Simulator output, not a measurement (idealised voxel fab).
Proc. module: voxel capacitor over wiring
It is cross-section cut that appears here, measuring 265 nm in width, its square cells being 5 nm in size.
How to read a cross-section here: the picture is a grid of square cells, written as bands going from the top down, and any band can span one or more rows of cells. Band: top height; bottom height; in nm. Then, left to right: material with width in nm, for each material. "all across": a single material spanning edge to edge. "blank": empty space. Height datum 0, below which the as-received substrate wafer is one material. Lowest band open at the bottom, running downward: "0 down". A width given as "30 to 40" starts at the first number in the band's top row and ends at the second number in its bottom row, shifting by an equal amount at every step from row to row. Reading "nothing different" for a step: not a cell of the cross-section changed in it. Empty spaces counting at least 8 cells and having no open way to the top are listed in "Fully enclosed voids". The notation width x height at distance is used for each, the distance being from the left edge and all three values in nm. Step line, after settings: the simulator's comment on this step. The optional step-line setting "overlay nm" applies to steps with a mask and quantifies how far to the right of its planned location the mask lay, a negative value indicating leftward placement.

[Steps in the process plan]
1 RECEIVE [material Si]
2 CONFORMAL_DEP [material SiO2] [thk nm 15]
3 CONFORMAL_DEP [material SiCN] [thk nm 5]
4 DIRECTIONAL_DEP [material SiO2] [thk nm 20]
5 MASKED_ETCH [tone open] [mask id METAL_1] [width nm 30] [pitch nm 90] [etch materials SiO2] [depth nm 20] [overlay nm 0]
6 MASKED_ETCH [tone open] [mask id METAL_1] [width nm 30] [pitch nm 90] [etch materials SiCN] [depth nm 5] [overlay nm 0]
7 CONFORMAL_DEP [material TiN] [thk nm 5]
8 FILL_DEP [material Cu] [thk nm 10]
9 CMP [height nm 40]
10 CONFORMAL_DEP [material SiCN] [thk nm 5]
11 DIRECTIONAL_DEP [material lowk] [thk nm 15]
12 PATTERN [tone open] [mask id PLUG_1] [material resist] [width nm 15] [thk nm 20] [overlay nm 0]
13 DIRECTIONAL_ETCH [etch materials lowk] [depth nm 15]
14 DIRECTIONAL_ETCH [etch materials SiCN] [depth nm 5]
15 STRIP [etch materials resist]
16 EPI [material Ru] [thk nm 10]
17 EPI [material Ru] [thk nm 10]
18 DIRECTIONAL_DEP [material TiN] [thk nm 5]
19 DIRECTIONAL_DEP [material HfO2] [thk nm 5]
20 DIRECTIONAL_DEP [material TiN] [thk nm 5]
21 DIRECTIONAL_DEP [material aC] [thk nm 15]
22 PATTERN [tone cover] [mask id UPPER_PLATE] [material resist] [width nm 65] [thk nm 30] [overlay nm 0]
23 DIRECTIONAL_ETCH [etch materials aC] [depth nm 15]
24 STRIP [etch materials resist]
25 DIRECTIONAL_ETCH [etch materials TiN] [depth nm 5]
26 DIRECTIONAL_ETCH [etch materials HfO2] [depth nm 5]
27 STRIP [etch materials aC]
28 MASKED_ETCH [tone cover] [mask id LOWER_PLATE] [width nm 75] [etch materials TiN] [depth nm 5] [overlay nm 0]
29 FILL_DEP [material SiO2] [thk nm 15]
30 CMP [height nm 85]
31 DIRECTIONAL_DEP [material aC] [thk nm 15]
32 PATTERN [tone open] [mask id PLUG_2] [material resist] [width nm 15] [thk nm 30] [overlay nm 0]
33 DIRECTIONAL_ETCH [etch materials aC] [depth nm 15]
34 STRIP [etch materials resist]
35 DIRECTIONAL_ETCH [etch materials SiO2] [depth nm 10]
36 STRIP [etch materials aC]
37 CONFORMAL_DEP [material TiN] [thk nm 5]
38 FILL_DEP [material Cu] [thk nm 5]
39 CMP [height nm 85]
40 CONFORMAL_DEP [material SiCN] [thk nm 5]

[Wafer at receipt (post step 1), cross-section]
- 0 down: Si all across
- Fully enclosed voids: none

[Cross-sectional image of the first of two wafers at the end of the module, the run having proceeded as planned]
- 90 to 85: SiCN all across
- 85 to 80: SiO2 95, then TiN 5, then Cu 5, then TiN 5, then SiO2 155
- 80 to 70: SiO2 95 to 85, then TiN 15 to 65, then SiO2 155 to 115
- 70 to 65: SiO2 85, then HfO2 65, then SiO2 115
- 65 to 60: SiO2 80, then TiN 75, then SiO2 110
- 60 to 45: lowk 85, then Ru 15, then lowk 165
- 45 to 40: SiCN 85, then Ru 15, then SiCN 165
- 40 to 20: SiO2 70, then TiN 5, then Cu 20, then TiN 5, then SiO2 60, then TiN 5, then Cu 20, then TiN 5, then SiO2 75
- 20 to 15: SiCN 70, then TiN 30, then SiCN 60, then TiN 30, then SiCN 75
- 15 to 0: SiO2 all across
- 0 down: Si all across
- Fully enclosed voids: none

[The second wafer, shown in cross-section after the module: started the same way as the first and given the same plan, yet one mistake crept into how it was run]
- 80 to 75: SiCN all across
- 75 to 70: SiO2 85, then TiN 65, then SiO2 115
- 70 to 65: SiO2 85, then HfO2 65, then SiO2 115
- 65 to 60: SiO2 80, then TiN 75, then SiO2 110
- 60 to 45: lowk 85, then Ru 15, then lowk 165
- 45 to 40: SiCN 85, then Ru 15, then SiCN 165
- 40 to 20: SiO2 70, then TiN 5, then Cu 20, then TiN 5, then SiO2 60, then TiN 5, then Cu 20, then TiN 5, then SiO2 75
- 20 to 15: SiCN 70, then TiN 30, then SiCN 60, then TiN 30, then SiCN 75
- 15 to 0: SiO2 all across
- 0 down: Si all across
- Fully enclosed voids: none
In executing the process, a mistake was made relative to the plan: step 39 ran with different settings than intended, the actual operation and settings being CMP [height nm 75]
Bottom line after processing is that, in cells, the second wafer is up or down on some materials versus the first: -1 Cu, -100 SiO2, -5 TiN
